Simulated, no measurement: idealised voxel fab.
Documented hereafter: the process module known as voxel wiring stack.
Cross-section cut spans 260 nm and uses square cells 5 nm in size.
In this document a cross-section is written as a grid of square cells. It is given as a series of bands, listed from the top down, and a band is one or more rows of cells.
Band entry format. Leading values: height of top, height of bottom, nm. Remainder: materials in left-to-right order, each with its width in nm. Special words: "everywhere" on a single material, which then fills the band edge to edge; "blank", empty space.
Height 0 is the level under which the wafer as received is all one material. The lowest band goes on downwards, as in "0 and below".
A width given as "30 to 40" starts at the first number in the band's top row and ends at the second number in its bottom row, shifting by an equal amount at every step from row to row.
Given "identical to before" for a step, no cell of the cross-section differs between before and after that step.
If an empty space has no open way to the top and is at least 8 cells in size, "Closed void listing" lists it, written width x height at distance, where distance is measured from the left edge and every value is in nm.
Text after the settings on a step's line: the simulator's own remark on that step.
overlay nm: for a step with a mask, the amount by which the mask lay right of where it was planned; a negative amount means left of it.
Process steps foreseen in the plan
1. RECEIVE: material Si
2. CONFORMAL_DEP: material SiO2, thk nm 10
3. CONFORMAL_DEP: material SiCN, thk nm 5
4. DIRECTIONAL_DEP: material SiO2, thk nm 25
5. MASKED_ETCH: tone open, mask id METAL_1, width nm 30, pitch nm 55, etch materials SiO2, depth nm 25, overlay nm 0
6. MASKED_ETCH: tone open, mask id METAL_1, width nm 30, pitch nm 55, etch materials SiCN, depth nm 5, overlay nm 0
7. CONFORMAL_DEP: material TiN, thk nm 5
8. FILL_DEP: material Cu, thk nm 5
9. CMP: height nm 40
10. CONFORMAL_DEP: material SiCN, thk nm 5
11. DIRECTIONAL_DEP: material SiO2, thk nm 35
12. PATTERN: tone open, mask id METAL_2_HOLES, material resist, width nm 15, pitch nm 55, thk nm 15, overlay nm 0
13. DIRECTIONAL_ETCH: etch materials SiO2, depth nm 35
14. STRIP: etch materials resist
15. PATTERN: tone open, mask id METAL_2, material resist, width nm 30, pitch nm 55, thk nm 20, overlay nm 0
16. DIRECTIONAL_ETCH: etch materials SiO2, depth nm 20
17. DIRECTIONAL_ETCH: etch materials SiCN, depth nm 5
18. STRIP: etch materials resist
19. CONFORMAL_DEP: material TiN, thk nm 5
20. FILL_DEP: material Ru, thk nm 5
21. CMP: height nm 80
22. CONFORMAL_DEP: material SiCN, thk nm 5
23. DIRECTIONAL_DEP: material SiO2, thk nm 25
24. PATTERN: tone open, mask id METAL_3, material resist, width nm 30, pitch nm 55, thk nm 15, overlay nm 0
25. DIRECTIONAL_ETCH: etch materials SiO2, depth nm 15
26. STRIP: etch materials resist
27. PATTERN: tone open, mask id METAL_3_HOLES, material resist, width nm 15, pitch nm 55, thk nm 20, overlay nm 0
28. DIRECTIONAL_ETCH: etch materials SiO2, depth nm 10
29. DIRECTIONAL_ETCH: etch materials SiCN, depth nm 5
30. STRIP: etch materials resist
31. CONFORMAL_DEP: material TiN, thk nm 5
32. FILL_DEP: material Ru, thk nm 5
33. CMP: height nm 110
34. CONFORMAL_DEP: material SiCN, thk nm 5
First of two wafers: run as planned
Step 1 complete: cross-section of the wafer as received
- 0 and below: Si everywhere
- Closed void listing: none
State of the wafer after step 2, shown in cross-section
- 10 down to 0: SiO2 everywhere
- Everything below 0 is unchanged.
State of the wafer after step 3, shown in cross-section
- 15 down to 10: SiCN everywhere
- Everything below 10 is unchanged.
State of the wafer after step 4, shown in cross-section
- 40 down to 15: SiO2 everywhere
- Everything below 15 is unchanged.
State of the wafer after step 5, shown in cross-section
- 40 down to 15: SiO2: 30, then blank: 30, then SiO2: 25, then blank: 30, then SiO2: 25, then blank: 30, then SiO2: 25, then blank: 30, then SiO2: 35
- Everything below 15 is unchanged.
State of the wafer after step 6, shown in cross-section
- 40 down to 15: SiO2: 30, then blank: 30, then SiO2: 25, then blank: 30, then SiO2: 25, then blank: 30, then SiO2: 25, then blank: 30, then SiO2: 35
- 15 down to 10: SiCN: 30, then blank: 30, then SiCN: 25, then blank: 30, then SiCN: 25, then blank: 30, then SiCN: 25, then blank: 30, then SiCN: 35
- Everything below 10 is unchanged.
State of the wafer after step 7, shown in cross-section
- 45 down to 40: TiN: 35, then blank: 20, then TiN: 35, then blank: 20, then TiN: 35, then blank: 20, then TiN: 35, then blank: 20, then TiN: 40
- 40 down to 15: SiO2: 30, then TiN: 5, then blank: 20, then TiN: 5, then SiO2: 25, then TiN: 5, then blank: 20, then TiN: 5, then SiO2: 25, then TiN: 5, then blank: 20, then TiN: 5, then SiO2: 25, then TiN: 5, then blank: 20, then TiN: 5, then SiO2: 35
- 15 down to 10: SiCN: 30, then TiN: 30, then SiCN: 25, then TiN: 30, then SiCN: 25, then TiN: 30, then SiCN: 25, then TiN: 30, then SiCN: 35
- Everything below 10 is unchanged.
State of the wafer after step 8, shown in cross-section
- 50 down to 45: Cu everywhere
- 45 down to 40: TiN: 35, then Cu: 20, then TiN: 35, then Cu: 20, then TiN: 35, then Cu: 20, then TiN: 35, then Cu: 20, then TiN: 40
- 40 down to 15: SiO2: 30, then TiN: 5, then Cu: 20, then TiN: 5, then SiO2: 25, then TiN: 5, then Cu: 20, then TiN: 5, then SiO2: 25, then TiN: 5, then Cu: 20, then TiN: 5, then SiO2: 25, then TiN: 5, then Cu: 20, then TiN: 5, then SiO2: 35
- Everything below 15 is unchanged.
State of the wafer after step 9, shown in cross-section
- 40 down to 15: SiO2: 30, then TiN: 5, then Cu: 20, then TiN: 5, then SiO2: 25, then TiN: 5, then Cu: 20, then TiN: 5, then SiO2: 25, then TiN: 5, then Cu: 20, then TiN: 5, then SiO2: 25, then TiN: 5, then Cu: 20, then TiN: 5, then SiO2: 35
- Everything below 15 is unchanged.
State of the wafer after step 10, shown in cross-section
- 45 down to 40: SiCN everywhere
- Everything below 40 is unchanged.
State of the wafer after step 11, shown in cross-section
- 80 down to 45: SiO2 everywhere
- Everything below 45 is unchanged.
State of the wafer after step 12, shown in cross-section
- 95 down to 80: resist: 30, then blank: 15, then resist: 40, then blank: 15, then resist: 40, then blank: 15, then resist: 40, then blank: 15, then resist: 50
- Everything below 80 is unchanged.
State of the wafer after step 13, shown in cross-section
- 95 down to 80: resist: 30, then blank: 15, then resist: 40, then blank: 15, then resist: 40, then blank: 15, then resist: 40, then blank: 15, then resist: 50
- 80 down to 45: SiO2: 30, then blank: 15, then SiO2: 40, then blank: 15, then SiO2: 40, then blank: 15, then SiO2: 40, then blank: 15, then SiO2: 50
- Everything below 45 is unchanged.
State of the wafer after step 14, shown in cross-section
- 80 down to 45: SiO2: 30, then blank: 15, then SiO2: 40, then blank: 15, then SiO2: 40, then blank: 15, then SiO2: 40, then blank: 15, then SiO2: 50
- Everything below 45 is unchanged.
State of the wafer after step 15, shown in cross-section
- 100 down to 80: resist: 30, then blank: 30, then resist: 25, then blank: 30, then resist: 25, then blank: 30, then resist: 25, then blank: 30, then resist: 35
- Everything below 80 is unchanged.
State of the wafer after step 16, shown in cross-section
- 100 down to 80: resist: 30, then blank: 30, then resist: 25, then blank: 30, then resist: 25, then blank: 30, then resist: 25, then blank: 30, then resist: 35
- 80 down to 60: SiO2: 30, then blank: 30, then SiO2: 25, then blank: 30, then SiO2: 25, then blank: 30, then SiO2: 25, then blank: 30, then SiO2: 35
- Everything below 60 is unchanged.
State of the wafer after step 17, shown in cross-section
- 100 down to 80: resist: 30, then blank: 30, then resist: 25, then blank: 30, then resist: 25, then blank: 30, then resist: 25, then blank: 30, then resist: 35
- 80 down to 60: SiO2: 30, then blank: 30, then SiO2: 25, then blank: 30, then SiO2: 25, then blank: 30, then SiO2: 25, then blank: 30, then SiO2: 35
- 60 down to 45: SiO2: 30, then blank: 15, then SiO2: 40, then blank: 15, then SiO2: 40, then blank: 15, then SiO2: 40, then blank: 15, then SiO2: 50
- 45 down to 40: SiCN: 30, then blank: 15, then SiCN: 40, then blank: 15, then SiCN: 40, then blank: 15, then SiCN: 40, then blank: 15, then SiCN: 50
- Everything below 40 is unchanged.
State of the wafer after step 18, shown in cross-section
- 80 down to 60: SiO2: 30, then blank: 30, then SiO2: 25, then blank: 30, then SiO2: 25, then blank: 30, then SiO2: 25, then blank: 30, then SiO2: 35
- Everything below 60 is unchanged.
State of the wafer after step 19, shown in cross-section
- 85 down to 80: TiN: 35, then blank: 20, then TiN: 35, then blank: 20, then TiN: 35, then blank: 20, then TiN: 35, then blank: 20, then TiN: 40
- 80 down to 65: SiO2: 30, then TiN: 5, then blank: 20, then TiN: 5, then SiO2: 25, then TiN: 5, then blank: 20, then TiN: 5, then SiO2: 25, then TiN: 5, then blank: 20, then TiN: 5, then SiO2: 25, then TiN: 5, then blank: 20, then TiN: 5, then SiO2: 35
- 65 down to 60: SiO2: 30, then TiN: 5, then blank: 5, then TiN: 20, then SiO2: 25, then TiN: 5, then blank: 5, then TiN: 20, then SiO2: 25, then TiN: 5, then blank: 5, then TiN: 20, then SiO2: 25, then TiN: 5, then blank: 5, then TiN: 20, then SiO2: 35
- 60 down to 45: SiO2: 30, then TiN: 5, then blank: 5, then TiN: 5, then SiO2: 40, then TiN: 5, then blank: 5, then TiN: 5, then SiO2: 40, then TiN: 5, then blank: 5, then TiN: 5, then SiO2: 40, then TiN: 5, then blank: 5, then TiN: 5, then SiO2: 50
- 45 down to 40: SiCN: 30, then TiN: 15, then SiCN: 40, then TiN: 15, then SiCN: 40, then TiN: 15, then SiCN: 40, then TiN: 15, then SiCN: 50
- Everything below 40 is unchanged.
State of the wafer after step 20, shown in cross-section
- 90 down to 85: Ru everywhere
- 85 down to 80: TiN: 35, then Ru: 20, then TiN: 35, then Ru: 20, then TiN: 35, then Ru: 20, then TiN: 35, then Ru: 20, then TiN: 40
- 80 down to 65: SiO2: 30, then TiN: 5, then Ru: 20, then TiN: 5, then SiO2: 25, then TiN: 5, then Ru: 20, then TiN: 5, then SiO2: 25, then TiN: 5, then Ru: 20, then TiN: 5, then SiO2: 25, then TiN: 5, then Ru: 20, then TiN: 5, then SiO2: 35
- 65 down to 60: SiO2: 30, then TiN: 5, then Ru: 5, then TiN: 20, then SiO2: 25, then TiN: 5, then Ru: 5, then TiN: 20, then SiO2: 25, then TiN: 5, then Ru: 5, then TiN: 20, then SiO2: 25, then TiN: 5, then Ru: 5, then TiN: 20, then SiO2: 35
- 60 down to 45: SiO2: 30, then TiN: 5, then Ru: 5, then TiN: 5, then SiO2: 40, then TiN: 5, then Ru: 5, then TiN: 5, then SiO2: 40, then TiN: 5, then Ru: 5, then TiN: 5, then SiO2: 40, then TiN: 5, then Ru: 5, then TiN: 5, then SiO2: 50
- Everything below 45 is unchanged.
State of the wafer after step 21, shown in cross-section
- 80 down to 65: SiO2: 30, then TiN: 5, then Ru: 20, then TiN: 5, then SiO2: 25, then TiN: 5, then Ru: 20, then TiN: 5, then SiO2: 25, then TiN: 5, then Ru: 20, then TiN: 5, then SiO2: 25, then TiN: 5, then Ru: 20, then TiN: 5, then SiO2: 35
- Everything below 65 is unchanged.
State of the wafer after step 22, shown in cross-section
- 85 down to 80: SiCN everywhere
- Everything below 80 is unchanged.
State of the wafer after step 23, shown in cross-section
- 110 down to 85: SiO2 everywhere
- Everything below 85 is unchanged.
State of the wafer after step 24, shown in cross-section
- 125 down to 110: resist: 30, then blank: 30, then resist: 25, then blank: 30, then resist: 25, then blank: 30, then resist: 25, then blank: 30, then resist: 35
- Everything below 110 is unchanged.
State of the wafer after step 25, shown in cross-section
- 125 down to 110: resist: 30, then blank: 30, then resist: 25, then blank: 30, then resist: 25, then blank: 30, then resist: 25, then blank: 30, then resist: 35
- 110 down to 95: SiO2: 30, then blank: 30, then SiO2: 25, then blank: 30, then SiO2: 25, then blank: 30, then SiO2: 25, then blank: 30, then SiO2: 35
- Everything below 95 is unchanged.
State of the wafer after step 26, shown in cross-section
- 110 down to 95: SiO2: 30, then blank: 30, then SiO2: 25, then blank: 30, then SiO2: 25, then blank: 30, then SiO2: 25, then blank: 30, then SiO2: 35
- Everything below 95 is unchanged.
State of the wafer after step 27, shown in cross-section
- 130 down to 110: resist: 30, then blank: 15, then resist: 40, then blank: 15, then resist: 40, then blank: 15, then resist: 40, then blank: 15, then resist: 50
- 110 down to 95: SiO2: 30, then blank: 15, then resist: 15, then SiO2: 25, then blank: 15, then resist: 15, then SiO2: 25, then blank: 15, then resist: 15, then SiO2: 25, then blank: 15, then resist: 15, then SiO2: 35
- Everything below 95 is unchanged.
State of the wafer after step 28, shown in cross-section
- 130 down to 110: resist: 30, then blank: 15, then resist: 40, then blank: 15, then resist: 40, then blank: 15, then resist: 40, then blank: 15, then resist: 50
- 110 down to 95: SiO2: 30, then blank: 15, then resist: 15, then SiO2: 25, then blank: 15, then resist: 15, then SiO2: 25, then blank: 15, then resist: 15, then SiO2: 25, then blank: 15, then resist: 15, then SiO2: 35
- 95 down to 85: SiO2: 30, then blank: 15, then SiO2: 40, then blank: 15, then SiO2: 40, then blank: 15, then SiO2: 40, then blank: 15, then SiO2: 50
- Everything below 85 is unchanged.
State of the wafer after step 29, shown in cross-section
- 130 down to 110: resist: 30, then blank: 15, then resist: 40, then blank: 15, then resist: 40, then blank: 15, then resist: 40, then blank: 15, then resist: 50
- 110 down to 95: SiO2: 30, then blank: 15, then resist: 15, then SiO2: 25, then blank: 15, then resist: 15, then SiO2: 25, then blank: 15, then resist: 15, then SiO2: 25, then blank: 15, then resist: 15, then SiO2: 35
- 95 down to 85: SiO2: 30, then blank: 15, then SiO2: 40, then blank: 15, then SiO2: 40, then blank: 15, then SiO2: 40, then blank: 15, then SiO2: 50
- 85 down to 80: SiCN: 30, then blank: 15, then SiCN: 40, then blank: 15, then SiCN: 40, then blank: 15, then SiCN: 40, then blank: 15, then SiCN: 50
- Everything below 80 is unchanged.
State of the wafer after step 30, shown in cross-section
- 110 down to 95: SiO2: 30, then blank: 30, then SiO2: 25, then blank: 30, then SiO2: 25, then blank: 30, then SiO2: 25, then blank: 30, then SiO2: 35
- Everything below 95 is unchanged.
State of the wafer after step 31, shown in cross-section
- 115 down to 110: TiN: 35, then blank: 20, then TiN: 35, then blank: 20, then TiN: 35, then blank: 20, then TiN: 35, then blank: 20, then TiN: 40
- 110 down to 100: SiO2: 30, then TiN: 5, then blank: 20, then TiN: 5, then SiO2: 25, then TiN: 5, then blank: 20, then TiN: 5, then SiO2: 25, then TiN: 5, then blank: 20, then TiN: 5, then SiO2: 25, then TiN: 5, then blank: 20, then TiN: 5, then SiO2: 35
- 100 down to 95: SiO2: 30, then TiN: 5, then blank: 5, then TiN: 20, then SiO2: 25, then TiN: 5, then blank: 5, then TiN: 20, then SiO2: 25, then TiN: 5, then blank: 5, then TiN: 20, then SiO2: 25, then TiN: 5, then blank: 5, then TiN: 20, then SiO2: 35
- 95 down to 85: SiO2: 30, then TiN: 5, then blank: 5, then TiN: 5, then SiO2: 40, then TiN: 5, then blank: 5, then TiN: 5, then SiO2: 40, then TiN: 5, then blank: 5, then TiN: 5, then SiO2: 40, then TiN: 5, then blank: 5, then TiN: 5, then SiO2: 50
- 85 down to 80: SiCN: 30, then TiN: 15, then SiCN: 40, then TiN: 15, then SiCN: 40, then TiN: 15, then SiCN: 40, then TiN: 15, then SiCN: 50
- Everything below 80 is unchanged.
State of the wafer after step 32, shown in cross-section
- 120 down to 115: Ru everywhere
- 115 down to 110: TiN: 35, then Ru: 20, then TiN: 35, then Ru: 20, then TiN: 35, then Ru: 20, then TiN: 35, then Ru: 20, then TiN: 40
- 110 down to 100: SiO2: 30, then TiN: 5, then Ru: 20, then TiN: 5, then SiO2: 25, then TiN: 5, then Ru: 20, then TiN: 5, then SiO2: 25, then TiN: 5, then Ru: 20, then TiN: 5, then SiO2: 25, then TiN: 5, then Ru: 20, then TiN: 5, then SiO2: 35
- 100 down to 95: SiO2: 30, then TiN: 5, then Ru: 5, then TiN: 20, then SiO2: 25, then TiN: 5, then Ru: 5, then TiN: 20, then SiO2: 25, then TiN: 5, then Ru: 5, then TiN: 20, then SiO2: 25, then TiN: 5, then Ru: 5, then TiN: 20, then SiO2: 35
- 95 down to 85: SiO2: 30, then TiN: 5, then Ru: 5, then TiN: 5, then SiO2: 40, then TiN: 5, then Ru: 5, then TiN: 5, then SiO2: 40, then TiN: 5, then Ru: 5, then TiN: 5, then SiO2: 40, then TiN: 5, then Ru: 5, then TiN: 5, then SiO2: 50
- Everything below 85 is unchanged.
State of the wafer after step 33, shown in cross-section
- 110 down to 100: SiO2: 30, then TiN: 5, then Ru: 20, then TiN: 5, then SiO2: 25, then TiN: 5, then Ru: 20, then TiN: 5, then SiO2: 25, then TiN: 5, then Ru: 20, then TiN: 5, then SiO2: 25, then TiN: 5, then Ru: 20, then TiN: 5, then SiO2: 35
- Everything below 100 is unchanged.
State of the wafer after step 34, shown in cross-section
- 115 down to 110: SiCN everywhere
- Everything below 110 is unchanged.
Here the second wafer is described. Its start and its plan were those of the first wafer. Its run contained one mistake. Up to and including step 33, it did exactly what the first wafer did
The second wafer in cross-section, at the planned close of step 34
- 115 down to 110: TiN everywhere
- Everything below 110 is unchanged.
The plan and the run diverged here: for step 34, the planned setting was not used; the step was instead run as CONFORMAL_DEP: material TiN, thk nm 5
Final difference in cells, second wafer against first, listed per material as more or fewer: SiCN -52 | TiN +52
